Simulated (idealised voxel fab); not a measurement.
The process module that follows is named voxel transistor to metal.
We display cut, a cross-section 200 nm in width whose square cells are each 5 nm.
Cross-sections here: square-cell grids, written as top-down lists of bands, a band being one or more rows of cells. Band entry format. Leading values: height of top, height of bottom, nm. Remainder: materials in left-to-right order, each with its width in nm. Special words: "throughout" on a single material, which then fills the band edge to edge; "blank", empty space. Where do heights start? At 0: under that level the wafer as delivered is made of one material only. And the lowest band has no floor; it just carries on downward, as in "0 down". The width entry "30..40" should be interpreted row by row: the top row of cells in the band takes the first number, the bottom row takes the second number, and the change between adjacent rows is uniform throughout. "nothing altered" for a step: no cell of the cross-section changed in that step. This entry, "Cavities, sealed", enumerates those empty regions of no fewer than 8 cells that possess no open connection to the top. Each region is reported in the form width x height at distance, the distance being taken from the left edge, with all three quantities expressed in nm. after a step's settings: what the simulator itself notes on the step. overlay nm, on a step with a mask: how far to the right of its planned place the mask lay; to the left if negative.

LISTED BELOW ARE THE PROCESS STEPS AS PLANNED
- 1: op RECEIVE | material Si
- 2: op CONFORMAL_DEP | material SiO2 | thk nm 5
- 3: op CONFORMAL_DEP | material SiN | thk nm 15
- 4: op PATTERN | tone cover | mask id ACTIVE | material resist | width nm 105 | thk nm 15 | overlay nm 0
- 5: op DIRECTIONAL_ETCH | etch materials SiN | depth nm 15
- 6: op DIRECTIONAL_ETCH | etch materials SiO2 | depth nm 5
- 7: op DIRECTIONAL_ETCH | etch materials Si | depth nm 35
- 8: op STRIP | etch materials resist
- 9: op OXIDIZE | depth nm 5
- 10: op FILL_DEP | material SiO2 | thk nm 5
- 11: op CMP | height nm 20
- 12: op SELECTIVE_ETCH | etch materials SiO2 | depth nm 15
- 13: op STRIP | etch materials SiN
- 14: op SELECTIVE_ETCH | etch materials SiO2 | depth nm 5
- 15: op OXIDIZE | depth nm 5
- 16: op DIRECTIONAL_DEP | material polySi | thk nm 30
- 17: op DIRECTIONAL_DEP | material SiCN | thk nm 15
- 18: op DIRECTIONAL_DEP | material aC | thk nm 15
- 19: op PATTERN | tone cover | mask id GATE | material resist | width nm 15 | thk nm 30 | overlay nm 0
- 20: op DIRECTIONAL_ETCH | etch materials aC | depth nm 15
- 21: op STRIP | etch materials resist
- 22: op DIRECTIONAL_ETCH | etch materials SiCN | depth nm 25
- 23: op DIRECTIONAL_ETCH | etch materials polySi | depth nm 40
- 24: op STRIP | etch materials aC
- 25: op CONFORMAL_DEP | material SiN | thk nm 10
- 26: op DIRECTIONAL_ETCH | etch materials SiN | depth nm 10
- 27: op DIRECTIONAL_ETCH | etch materials SiO2 | depth nm 5
- 28: op DIRECTIONAL_ETCH | etch materials Si | depth nm 10
- 29: op EPI | material pSi | thk nm 15
- 30: op FILL_DEP | material SiO2 | thk nm 5
- 31: op CMP | height nm 45
- 32: op DIRECTIONAL_DEP | material SiO2 | thk nm 10
- 33: op MASKED_ETCH | tone open | mask id CONTACT | width nm 20 | pitch nm 75 | etch materials SiO2 | depth nm 55 | overlay nm 0
- 34: op CONFORMAL_DEP | material TiN | thk nm 5
- 35: op FILL_DEP | material Ru | thk nm 10
- 36: op CMP | height nm 55
- 37: op CONFORMAL_DEP | material SiCN | thk nm 5
- 38: op DIRECTIONAL_DEP | material SiO2 | thk nm 20
- 39: op MASKED_ETCH | tone open | mask id METAL_1 | width nm 20 | pitch nm 75 | etch materials SiO2 | depth nm 20 | overlay nm 0
- 40: op MASKED_ETCH | tone open | mask id METAL_1 | width nm 20 | pitch nm 75 | etch materials SiCN | depth nm 5 | overlay nm 0
- 41: op CONFORMAL_DEP | material TiN | thk nm 5
- 42: op FILL_DEP | material Cu | thk nm 5
- 43: op CMP | height nm 80
- 44: op CONFORMAL_DEP | material SiCN | thk nm 5
- 45: op DIRECTIONAL_DEP | material lowk | thk nm 35
- 46: op PATTERN | tone open | mask id METAL_2 | material resist | width nm 20 | pitch nm 75 | thk nm 15 | overlay nm 0
- 47: op DIRECTIONAL_ETCH | etch materials lowk | depth nm 20
- 48: op STRIP | etch materials resist
- 49: op MASKED_ETCH | tone open | mask id METAL_2_HOLES | width nm 15 | pitch nm 75 | etch materials lowk | depth nm 15 | overlay nm 0
- 50: op MASKED_ETCH | tone open | mask id METAL_2_HOLES | width nm 15 | pitch nm 75 | etch materials SiCN | depth nm 5 | overlay nm 0
- 51: op CONFORMAL_DEP | material TiN | thk nm 5
- 52: op FILL_DEP | material Ru | thk nm 5
- 53: op CMP | height nm 120
- 54: op CONFORMAL_DEP | material SiN | thk nm 5

FIRST OF TWO WAFERS, WITH THE RUN CARRIED OUT AS PLANNED

THE CROSS-SECTION HERE SHOWS THE WAFER AS RECEIVED, I.E. IN ITS STATE AFTER STEP 1
  0 down: Si throughout
  Cavities, sealed: none

TAKE A LOOK AT THE WAFER'S CROSS-SECTION AFTER STEP 2
  5 to 0: SiO2 throughout
  Whatever lies below 0 is exactly as it was before.

TAKE A LOOK AT THE WAFER'S CROSS-SECTION AFTER STEP 3
  20 to 5: SiN throughout
  Whatever lies below 5 is exactly as it was before.

TAKE A LOOK AT THE WAFER'S CROSS-SECTION AFTER STEP 4
  35 to 20: blank (45), resist (105), blank (50)
  Whatever lies below 20 is exactly as it was before.

TAKE A LOOK AT THE WAFER'S CROSS-SECTION AFTER STEP 5
  35 to 20: blank (45), resist (105), blank (50)
  20 to 5: blank (45), SiN (105), blank (50)
  Whatever lies below 5 is exactly as it was before.

TAKE A LOOK AT THE WAFER'S CROSS-SECTION AFTER STEP 6
  35 to 20: blank (45), resist (105), blank (50)
  20 to 5: blank (45), SiN (105), blank (50)
  5 to 0: blank (45), SiO2 (105), blank (50)
  Whatever lies below 0 is exactly as it was before.

TAKE A LOOK AT THE WAFER'S CROSS-SECTION AFTER STEP 7
  35 to 20: blank (45), resist (105), blank (50)
  20 to 5: blank (45), SiN (105), blank (50)
  5 to 0: blank (45), SiO2 (105), blank (50)
  0 to -35: blank (45), Si (105), blank (50)
  Whatever lies below -35 is exactly as it was before.

TAKE A LOOK AT THE WAFER'S CROSS-SECTION AFTER STEP 8
  20 to 5: blank (45), SiN (105), blank (50)
  Whatever lies below 5 is exactly as it was before.

TAKE A LOOK AT THE WAFER'S CROSS-SECTION AFTER STEP 9
  20 to 5: blank (45), SiN (105), blank (50)
  5 to 0: blank (45), SiO2 (105), blank (50)
  0 to -35: blank (45), SiO2 (5), Si (95), SiO2 (5), blank (50)
  -35 to -40: SiO2 (50), Si (95), SiO2 (55)
  Whatever lies below -40 is exactly as it was before.

TAKE A LOOK AT THE WAFER'S CROSS-SECTION AFTER STEP 10
  25 to 20: SiO2 throughout
  20 to 5: SiO2 (45), SiN (105), SiO2 (50)
  5 to 0: SiO2 throughout
  0 to -40: SiO2 (50), Si (95), SiO2 (55)
  Whatever lies below -40 is exactly as it was before.

TAKE A LOOK AT THE WAFER'S CROSS-SECTION AFTER STEP 11
  20 to 5: SiO2 (45), SiN (105), SiO2 (50)
  Whatever lies below 5 is exactly as it was before.

TAKE A LOOK AT THE WAFER'S CROSS-SECTION AFTER STEP 12
  20 to 5: blank (45), SiN (105), blank (50)
  Whatever lies below 5 is exactly as it was before.

TAKE A LOOK AT THE WAFER'S CROSS-SECTION AFTER STEP 13
  5 to 0: SiO2 throughout
  Whatever lies below 0 is exactly as it was before.

TAKE A LOOK AT THE WAFER'S CROSS-SECTION AFTER STEP 14
  0 to -40: SiO2 (50), Si (95), SiO2 (55)
  Whatever lies below -40 is exactly as it was before.

TAKE A LOOK AT THE WAFER'S CROSS-SECTION AFTER STEP 15
  0 to -5: SiO2 throughout
  Whatever lies below -5 is exactly as it was before.

TAKE A LOOK AT THE WAFER'S CROSS-SECTION AFTER STEP 16
  30 to 0: polySi throughout
  Whatever lies below 0 is exactly as it was before.

TAKE A LOOK AT THE WAFER'S CROSS-SECTION AFTER STEP 17
  45 to 30: SiCN throughout
  Whatever lies below 30 is exactly as it was before.

TAKE A LOOK AT THE WAFER'S CROSS-SECTION AFTER STEP 18
  60 to 45: aC throughout
  Whatever lies below 45 is exactly as it was before.

TAKE A LOOK AT THE WAFER'S CROSS-SECTION AFTER STEP 19
  90 to 60: blank (90), resist (15), blank (95)
  Whatever lies below 60 is exactly as it was before.

TAKE A LOOK AT THE WAFER'S CROSS-SECTION AFTER STEP 20
  75 to 60: blank (90), resist (15), blank (95)
  60 to 45: blank (90), aC (15), blank (95)
  Whatever lies below 45 is exactly as it was before.

TAKE A LOOK AT THE WAFER'S CROSS-SECTION AFTER STEP 21
  60 to 45: blank (90), aC (15), blank (95)
  Whatever lies below 45 is exactly as it was before.

TAKE A LOOK AT THE WAFER'S CROSS-SECTION AFTER STEP 22
  60 to 45: blank (90), aC (15), blank (95)
  45 to 30: blank (90), SiCN (15), blank (95)
  Whatever lies below 30 is exactly as it was before.

TAKE A LOOK AT THE WAFER'S CROSS-SECTION AFTER STEP 23
  60 to 45: blank (90), aC (15), blank (95)
  45 to 30: blank (90), SiCN (15), blank (95)
  30 to 0: blank (90), polySi (15), blank (95)
  Whatever lies below 0 is exactly as it was before.

TAKE A LOOK AT THE WAFER'S CROSS-SECTION AFTER STEP 24
  45 to 30: blank (90), SiCN (15), blank (95)
  Whatever lies below 30 is exactly as it was before.

TAKE A LOOK AT THE WAFER'S CROSS-SECTION AFTER STEP 25
  55 to 45: blank (80), SiN (35), blank (85)
  45 to 30: blank (80), SiN (10), SiCN (15), SiN (10), blank (85)
  30 to 10: blank (80), SiN (10), polySi (15), SiN (10), blank (85)
  10 to 0: SiN (90), polySi (15), SiN (95)
  Whatever lies below 0 is exactly as it was before.

TAKE A LOOK AT THE WAFER'S CROSS-SECTION AFTER STEP 26
  45 to 30: blank (80), SiN (10), SiCN (15), SiN (10), blank (85)
  30 to 0: blank (80), SiN (10), polySi (15), SiN (10), blank (85)
  Whatever lies below 0 is exactly as it was before.

TAKE A LOOK AT THE WAFER'S CROSS-SECTION AFTER STEP 27
  45 to 30: blank (80), SiN (10), SiCN (15), SiN (10), blank (85)
  30 to 0: blank (80), SiN (10), polySi (15), SiN (10), blank (85)
  0 to -5: blank (80), SiO2 (35), blank (85)
  Whatever lies below -5 is exactly as it was before.

TAKE A LOOK AT THE WAFER'S CROSS-SECTION AFTER STEP 28
  45 to 30: blank (80), SiN (10), SiCN (15), SiN (10), blank (85)
  30 to 0: blank (80), SiN (10), polySi (15), SiN (10), blank (85)
  0 to -5: blank (80), SiO2 (35), blank (85)
  -5 to -15: SiO2 (50), blank (30), Si (35), blank (30), SiO2 (55)
  Whatever lies below -15 is exactly as it was before.

TAKE A LOOK AT THE WAFER'S CROSS-SECTION AFTER STEP 29
  45 to 30: blank (80), SiN (10), SiCN (15), SiN (10), blank (85)
  30 to 10: blank (80), SiN (10), polySi (15), SiN (10), blank (85)
  10 to 0: blank (65), pSi (15), SiN (10), polySi (15), SiN (10), pSi (15), blank (70)
  0 to -5: blank (45), pSi (35), SiO2 (35), pSi (35), blank (50)
  -5 to -15: SiO2 (50), pSi (30), Si (35), pSi (30), SiO2 (55)
  Whatever lies below -15 is exactly as it was before.

TAKE A LOOK AT THE WAFER'S CROSS-SECTION AFTER STEP 30
  50 to 45: SiO2 throughout
  45 to 30: SiO2 (80), SiN (10), SiCN (15), SiN (10), SiO2 (85)
  30 to 10: SiO2 (80), SiN (10), polySi (15), SiN (10), SiO2 (85)
  10 to 0: SiO2 (65), pSi (15), SiN (10), polySi (15), SiN (10), pSi (15), SiO2 (70)
  0 to -5: SiO2 (45), pSi (35), SiO2 (35), pSi (35), SiO2 (50)
  Whatever lies below -5 is exactly as it was before.

TAKE A LOOK AT THE WAFER'S CROSS-SECTION AFTER STEP 31
  45 to 30: SiO2 (80), SiN (10), SiCN (15), SiN (10), SiO2 (85)
  Whatever lies below 30 is exactly as it was before.

TAKE A LOOK AT THE WAFER'S CROSS-SECTION AFTER STEP 32
  55 to 45: SiO2 throughout
  Whatever lies below 45 is exactly as it was before.

TAKE A LOOK AT THE WAFER'S CROSS-SECTION AFTER STEP 33
  55 to 45: SiO2 (50), blank (20), SiO2 (55), blank (20), SiO2 (55)
  45 to 30: SiO2 (50), blank (20), SiO2 (10), SiN (10), SiCN (15), SiN (10), SiO2 (10), blank (20), SiO2 (55)
  30 to 10: SiO2 (50), blank (20), SiO2 (10), SiN (10), polySi (15), SiN (10), SiO2 (10), blank (20), SiO2 (55)
  10 to 0: SiO2 (50), blank (15), pSi (15), SiN (10), polySi (15), SiN (10), pSi (15), blank (15), SiO2 (55)
  Whatever lies below 0 is exactly as it was before.

TAKE A LOOK AT THE WAFER'S CROSS-SECTION AFTER STEP 34
  60 to 55: TiN (55), blank (10), TiN (65), blank (10), TiN (60)
  55 to 45: SiO2 (50), TiN (5), blank (10), TiN (5), SiO2 (55), TiN (5), blank (10), TiN (5), SiO2 (55)
  45 to 30: SiO2 (50), TiN (5), blank (10), TiN (5), SiO2 (10), SiN (10), SiCN (15), SiN (10), SiO2 (10), TiN (5), blank (10), TiN (5), SiO2 (55)
  30 to 15: SiO2 (50), TiN (5), blank (10), TiN (5), SiO2 (10), SiN (10), polySi (15), SiN (10), SiO2 (10), TiN (5), blank (10), TiN (5), SiO2 (55)
  15 to 10: SiO2 (50), TiN (5), blank (5), TiN (10), SiO2 (10), SiN (10), polySi (15), SiN (10), SiO2 (10), TiN (10), blank (5), TiN (5), SiO2 (55)
  10 to 5: SiO2 (50), TiN (5), blank (5), TiN (5), pSi (15), SiN (10), polySi (15), SiN (10), pSi (15), TiN (5), blank (5), TiN (5), SiO2 (55)
  5 to 0: SiO2 (50), TiN (15), pSi (15), SiN (10), polySi (15), SiN (10), pSi (15), TiN (15), SiO2 (55)
  Whatever lies below 0 is exactly as it was before.

TAKE A LOOK AT THE WAFER'S CROSS-SECTION AFTER STEP 35
  70 to 60: Ru throughout
  60 to 55: TiN (55), Ru (10), TiN (65), Ru (10), TiN (60)
  55 to 45: SiO2 (50), TiN (5), Ru (10), TiN (5), SiO2 (55), TiN (5), Ru (10), TiN (5), SiO2 (55)
  45 to 30: SiO2 (50), TiN (5), Ru (10), TiN (5), SiO2 (10), SiN (10), SiCN (15), SiN (10), SiO2 (10), TiN (5), Ru (10), TiN (5), SiO2 (55)
  30 to 15: SiO2 (50), TiN (5), Ru (10), TiN (5), SiO2 (10), SiN (10), polySi (15), SiN (10), SiO2 (10), TiN (5), Ru (10), TiN (5), SiO2 (55)
  15 to 10: SiO2 (50), TiN (5), Ru (5), TiN (10), SiO2 (10), SiN (10), polySi (15), SiN (10), SiO2 (10), TiN (10), Ru (5), TiN (5), SiO2 (55)
  10 to 5: SiO2 (50), TiN (5), Ru (5), TiN (5), pSi (15), SiN (10), polySi (15), SiN (10), pSi (15), TiN (5), Ru (5), TiN (5), SiO2 (55)
  Whatever lies below 5 is exactly as it was before.

TAKE A LOOK AT THE WAFER'S CROSS-SECTION AFTER STEP 36
  55 to 45: SiO2 (50), TiN (5), Ru (10), TiN (5), SiO2 (55), TiN (5), Ru (10), TiN (5), SiO2 (55)
  Whatever lies below 45 is exactly as it was before.

TAKE A LOOK AT THE WAFER'S CROSS-SECTION AFTER STEP 37
  60 to 55: SiCN throughout
  Whatever lies below 55 is exactly as it was before.

TAKE A LOOK AT THE WAFER'S CROSS-SECTION AFTER STEP 38
  80 to 60: SiO2 throughout
  Whatever lies below 60 is exactly as it was before.

TAKE A LOOK AT THE WAFER'S CROSS-SECTION AFTER STEP 39
  80 to 60: SiO2 (50), blank (20), SiO2 (55), blank (20), SiO2 (55)
  Whatever lies below 60 is exactly as it was before.

TAKE A LOOK AT THE WAFER'S CROSS-SECTION AFTER STEP 40
  80 to 60: SiO2 (50), blank (20), SiO2 (55), blank (20), SiO2 (55)
  60 to 55: SiCN (50), blank (20), SiCN (55), blank (20), SiCN (55)
  Whatever lies below 55 is exactly as it was before.

TAKE A LOOK AT THE WAFER'S CROSS-SECTION AFTER STEP 41
  85 to 80: TiN (55), blank (10), TiN (65), blank (10), TiN (60)
  80 to 60: SiO2 (50), TiN (5), blank (10), TiN (5), SiO2 (55), TiN (5), blank (10), TiN (5), SiO2 (55)
  60 to 55: SiCN (50), TiN (20), SiCN (55), TiN (20), SiCN (55)
  Whatever lies below 55 is exactly as it was before.

TAKE A LOOK AT THE WAFER'S CROSS-SECTION AFTER STEP 42
  90 to 85: Cu throughout
  85 to 80: TiN (55), Cu (10), TiN (65), Cu (10), TiN (60)
  80 to 60: SiO2 (50), TiN (5), Cu (10), TiN (5), SiO2 (55), TiN (5), Cu (10), TiN (5), SiO2 (55)
  Whatever lies below 60 is exactly as it was before.

TAKE A LOOK AT THE WAFER'S CROSS-SECTION AFTER STEP 43
  80 to 60: SiO2 (50), TiN (5), Cu (10), TiN (5), SiO2 (55), TiN (5), Cu (10), TiN (5), SiO2 (55)
  Whatever lies below 60 is exactly as it was before.

TAKE A LOOK AT THE WAFER'S CROSS-SECTION AFTER STEP 44
  85 to 80: SiCN throughout
  Whatever lies below 80 is exactly as it was before.

TAKE A LOOK AT THE WAFER'S CROSS-SECTION AFTER STEP 45
  120 to 85: lowk throughout
  Whatever lies below 85 is exactly as it was before.

TAKE A LOOK AT THE WAFER'S CROSS-SECTION AFTER STEP 46
  135 to 120: resist (50), blank (20), resist (55), blank (20), resist (55)
  Whatever lies below 120 is exactly as it was before.

TAKE A LOOK AT THE WAFER'S CROSS-SECTION AFTER STEP 47
  135 to 120: resist (50), blank (20), resist (55), blank (20), resist (55)
  120 to 100: lowk (50), blank (20), lowk (55), blank (20), lowk (55)
  Whatever lies below 100 is exactly as it was before.

TAKE A LOOK AT THE WAFER'S CROSS-SECTION AFTER STEP 48
  120 to 100: lowk (50), blank (20), lowk (55), blank (20), lowk (55)
  Whatever lies below 100 is exactly as it was before.

TAKE A LOOK AT THE WAFER'S CROSS-SECTION AFTER STEP 49
  120 to 100: lowk (50), blank (20), lowk (55), blank (20), lowk (55)
  100 to 85: lowk (50), blank (15), lowk (60), blank (15), lowk (60)
  Whatever lies below 85 is exactly as it was before.

TAKE A LOOK AT THE WAFER'S CROSS-SECTION AFTER STEP 50
  120 to 100: lowk (50), blank (20), lowk (55), blank (20), lowk (55)
  100 to 85: lowk (50), blank (15), lowk (60), blank (15), lowk (60)
  85 to 80: SiCN (50), blank (15), SiCN (60), blank (15), SiCN (60)
  Whatever lies below 80 is exactly as it was before.

TAKE A LOOK AT THE WAFER'S CROSS-SECTION AFTER STEP 51
  125 to 120: TiN (55), blank (10), TiN (65), blank (10), TiN (60)
  120 to 105: lowk (50), TiN (5), blank (10), TiN (5), lowk (55), TiN (5), blank (10), TiN (5), lowk (55)
  105 to 100: lowk (50), TiN (5), blank (5), TiN (10), lowk (55), TiN (5), blank (5), TiN (10), lowk (55)
  100 to 85: lowk (50), TiN (5), blank (5), TiN (5), lowk (60), TiN (5), blank (5), TiN (5), lowk (60)
  85 to 80: SiCN (50), TiN (15), SiCN (60), TiN (15), SiCN (60)
  Whatever lies below 80 is exactly as it was before.

TAKE A LOOK AT THE WAFER'S CROSS-SECTION AFTER STEP 52
  130 to 125: Ru throughout
  125 to 120: TiN (55), Ru (10), TiN (65), Ru (10), TiN (60)
  120 to 105: lowk (50), TiN (5), Ru (10), TiN (5), lowk (55), TiN (5), Ru (10), TiN (5), lowk (55)
  105 to 100: lowk (50), TiN (5), Ru (5), TiN (10), lowk (55), TiN (5), Ru (5), TiN (10), lowk (55)
  100 to 85: lowk (50), TiN (5), Ru (5), TiN (5), lowk (60), TiN (5), Ru (5), TiN (5), lowk (60)
  Whatever lies below 85 is exactly as it was before.

TAKE A LOOK AT THE WAFER'S CROSS-SECTION AFTER STEP 53
  120 to 105: lowk (50), TiN (5), Ru (10), TiN (5), lowk (55), TiN (5), Ru (10), TiN (5), lowk (55)
  Whatever lies below 105 is exactly as it was before.

TAKE A LOOK AT THE WAFER'S CROSS-SECTION AFTER STEP 54
  125 to 120: SiN throughout
  Whatever lies below 120 is exactly as it was before.

SECOND WAFER, SAME STARTING CONDITIONS AND RECIPE AS THE FIRST, ONE MISTAKE IN EXECUTING IT, NOTHING DIFFERS FROM THE FIRST UP TO AND INCLUDING STEP 45

SECOND WAFER, CROSS-SECTION, PLANNED END OF STEP 46
  135 to 120: resist (45), blank (20), resist (55), blank (20), resist (60)
  Whatever lies below 120 is exactly as it was before.

SECOND WAFER, CROSS-SECTION, PLANNED END OF STEP 47
  135 to 120: resist (45), blank (20), resist (55), blank (20), resist (60)
  120 to 100: lowk (45), blank (20), lowk (55), blank (20), lowk (60)
  Whatever lies below 100 is exactly as it was before.

SECOND WAFER, CROSS-SECTION, PLANNED END OF STEP 48
  120 to 100: lowk (45), blank (20), lowk (55), blank (20), lowk (60)
  Whatever lies below 100 is exactly as it was before.

SECOND WAFER, CROSS-SECTION, PLANNED END OF STEP 49
  120 to 100: lowk (45), blank (20), lowk (55), blank (20), lowk (60)
  100 to 85: lowk (50), blank (15), lowk (60), blank (15), lowk (60)
  Whatever lies below 85 is exactly as it was before.

SECOND WAFER, CROSS-SECTION, PLANNED END OF STEP 50
  120 to 100: lowk (45), blank (20), lowk (55), blank (20), lowk (60)
  100 to 85: lowk (50), blank (15), lowk (60), blank (15), lowk (60)
  85 to 80: SiCN (50), blank (15), SiCN (60), blank (15), SiCN (60)
  Whatever lies below 80 is exactly as it was before.

SECOND WAFER, CROSS-SECTION, PLANNED END OF STEP 51
  125 to 120: TiN (50), blank (10), TiN (65), blank (10), TiN (65)
  120 to 105: lowk (45), TiN (5), blank (10), TiN (5), lowk (55), TiN (5), blank (10), TiN (5), lowk (60)
  105 to 100: lowk (45), TiN (10), blank (5), TiN (5), lowk (55), TiN (10), blank (5), TiN (5), lowk (60)
  100 to 85: lowk (50), TiN (5), blank (5), TiN (5), lowk (60), TiN (5), blank (5), TiN (5), lowk (60)
  85 to 80: SiCN (50), TiN (15), SiCN (60), TiN (15), SiCN (60)
  Whatever lies below 80 is exactly as it was before.

SECOND WAFER, CROSS-SECTION, PLANNED END OF STEP 52
  130 to 125: Ru throughout
  125 to 120: TiN (50), Ru (10), TiN (65), Ru (10), TiN (65)
  120 to 105: lowk (45), TiN (5), Ru (10), TiN (5), lowk (55), TiN (5), Ru (10), TiN (5), lowk (60)
  105 to 100: lowk (45), TiN (10), Ru (5), TiN (5), lowk (55), TiN (10), Ru (5), TiN (5), lowk (60)
  100 to 85: lowk (50), TiN (5), Ru (5), TiN (5), lowk (60), TiN (5), Ru (5), TiN (5), lowk (60)
  Whatever lies below 85 is exactly as it was before.

SECOND WAFER, CROSS-SECTION, PLANNED END OF STEP 53
  120 to 105: lowk (45), TiN (5), Ru (10), TiN (5), lowk (55), TiN (5), Ru (10), TiN (5), lowk (60)
  Whatever lies below 105 is exactly as it was before.

SECOND WAFER, CROSS-SECTION, PLANNED END OF STEP 54
  125 to 120: SiN throughout
  Whatever lies below 120 is exactly as it was before.
what went wrong: step 46 off recipe, ran as op PATTERN | tone open | mask id METAL_2 | material resist | width nm 20 | pitch nm 75 | thk nm 15 | overlay nm -5
In the final comparison it is observed that the number of cells assigned to each material is identical for the two wafers, whereas their placement is not.
